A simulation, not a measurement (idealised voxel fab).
process module | voxel transistor to metal
cross-section cut | 285 nm wide | cells 5 nm
A cross-section is a grid of square cells, given in bands from the top down. A band is one or more rows of cells.
Each band's line starts with the height of the band's top and of its bottom, in nm. Then come its materials from left to right, each with its width in nm. One material with "throughout" fills the band from edge to edge. "air" is empty space.
Height 0 is the level under which the wafer as received is all one material. The lowest band goes on downwards, as in "0 down".
A width such as "30 to 40" changes by the same amount from each row of cells to the next, from the band's top row to its bottom row.
"no change" after a step means that no cell of the cross-section changed.
closed voids: empty space of 8 cells or more with no open way to the top, each as width x height at its distance from the left edge, in nm
after a step's settings: what the simulator itself notes on the step
overlay nm, on a step with a mask: how far to the right of its planned place the mask lay; to the left if negative
plan
1 op RECEIVE | material Si
2 op CONFORMAL_DEP | material SiO2 | thk nm 5
3 op CONFORMAL_DEP | material SiN | thk nm 10
4 op PATTERN | tone cover | mask id ACTIVE | material resist | width nm 110 | pitch nm 135 | thk nm 20 | overlay nm 0
5 op DIRECTIONAL_ETCH | etch materials SiN | depth nm 10
6 op DIRECTIONAL_ETCH | etch materials SiO2 | depth nm 5
7 op DIRECTIONAL_ETCH | etch materials Si | depth nm 25
8 op STRIP | etch materials resist
9 op FILL_DEP | material SiO2 | thk nm 5
10 op CMP | height nm 15
11 op SELECTIVE_ETCH | etch materials SiO2 | depth nm 5
12 op STRIP | etch materials SiN
13 op SELECTIVE_ETCH | etch materials SiO2 | depth nm 5
14 op OXIDIZE | depth nm 5
15 op DIRECTIONAL_DEP | material polySi | thk nm 30
16 op DIRECTIONAL_DEP | material SiCN | thk nm 10
17 op MASKED_ETCH | tone cover | mask id GATE | width nm 20 | pitch nm 135 | etch materials SiCN | depth nm 20 | overlay nm 0
18 op MASKED_ETCH | tone cover | mask id GATE | width nm 20 | pitch nm 135 | etch materials polySi | depth nm 40 | overlay nm 0
19 op CONFORMAL_DEP | material SiO2 | thk nm 5
20 op DIRECTIONAL_ETCH | etch materials SiO2 | depth nm 5
21 op CONFORMAL_DEP | material SiN | thk nm 10
22 op DIRECTIONAL_ETCH | etch materials SiN | depth nm 10
23 op DIRECTIONAL_ETCH | etch materials SiO2 | depth nm 5
24 op EPI | material SiGe | thk nm 5
25 op FILL_DEP | material SiO2 | thk nm 5
26 op CMP | height nm 40
27 op DIRECTIONAL_DEP | material SiO2 | thk nm 15
28 op PATTERN | tone open | mask id CONTACT | material resist | width nm 30 | thk nm 20 | overlay nm 0
29 op DIRECTIONAL_ETCH | etch materials SiO2 | depth nm 55
30 op STRIP | etch materials resist
31 op CONFORMAL_DEP | material TiN | thk nm 5
32 op FILL_DEP | material W | thk nm 5
33 op CMP | height nm 55
34 op DIRECTIONAL_DEP | material TiN | thk nm 5
35 op DIRECTIONAL_DEP | material Ru | thk nm 25
36 op PATTERN | tone cover | mask id METAL_1 | material resist | width nm 20 | thk nm 15 | overlay nm 0
37 op DIRECTIONAL_ETCH | etch materials Ru | depth nm 25
38 op DIRECTIONAL_ETCH | etch materials TiN | depth nm 5
39 op STRIP | etch materials resist
40 op FILL_DEP | material SiO2 | thk nm 5
41 op CMP | height nm 85
42 op CONFORMAL_DEP | material SiCN | thk nm 5
as received, after step 1
  0 down: Si throughout
  closed voids: none
a wafer at the end: this start, this plan, one mistake
  90 to 85: SiCN throughout
  85 to 60: Ru 30 | SiO2 20 | Ru 50 | SiO2 20 | Ru 45 | SiO2 20 | Ru 50 | SiO2 20 | Ru 30
  60 to 55: TiN 30 | SiO2 20 | TiN 50 | SiO2 20 | TiN 45 | SiO2 20 | TiN 50 | SiO2 20 | TiN 30
  55 to 45: SiO2 30 | TiN 5 | W 20 | TiN 5 | SiO2 30 | TiN 5 | W 20 | TiN 5 | SiO2 45 | TiN 5 | W 20 | TiN 5 | SiO2 30 | TiN 5 | W 20 | TiN 5 | SiO2 30
  45 to 40: SiO2 30 | TiN 5 | W 10 | TiN 15 | SiO2 30 | TiN 15 | W 10 | TiN 5 | SiO2 45 | TiN 5 | W 10 | TiN 15 | SiO2 30 | TiN 15 | W 10 | TiN 5 | SiO2 30
  40 to 30: SiO2 30 | TiN 5 | W 10 | TiN 5 | SiN 10 | SiO2 5 | SiCN 20 | SiO2 5 | SiN 10 | TiN 5 | W 10 | TiN 5 | SiO2 45 | TiN 5 | W 10 | TiN 5 | SiN 10 | SiO2 5 | SiCN 20 | SiO2 5 | SiN 10 | TiN 5 | W 10 | TiN 5 | SiO2 30
  30 to 5: SiO2 30 | TiN 5 | W 10 | TiN 5 | SiN 10 | SiO2 5 | polySi 20 | SiO2 5 | SiN 10 | TiN 5 | W 10 | TiN 5 | SiO2 45 | TiN 5 | W 10 | TiN 5 | SiN 10 | SiO2 5 | polySi 20 | SiO2 5 | SiN 10 | TiN 5 | W 10 | TiN 5 | SiO2 30
  5 to 0: SiO2 20 | SiN 10 | TiN 20 | SiN 10 | SiO2 5 | polySi 20 | SiO2 5 | SiN 10 | TiN 20 | SiN 10 | SiO2 25 | SiN 10 | TiN 20 | SiN 10 | SiO2 5 | polySi 20 | SiO2 5 | SiN 10 | TiN 20 | SiN 10 | SiO2 20
  0 to -5: SiO2 30 | SiGe 20 | SiO2 50 | SiGe 20 | SiO2 45 | SiGe 20 | SiO2 50 | SiGe 20 | SiO2 30
  -5 to -25: SiO2 20 | Si 110 | SiO2 25 | Si 110 | SiO2 20
  -25 down: Si throughout
  closed voids: none
what went wrong: step 36 ran as: op PATTERN | tone open | mask id METAL_1 | material resist | width nm 20 | thk nm 15 | overlay nm 0
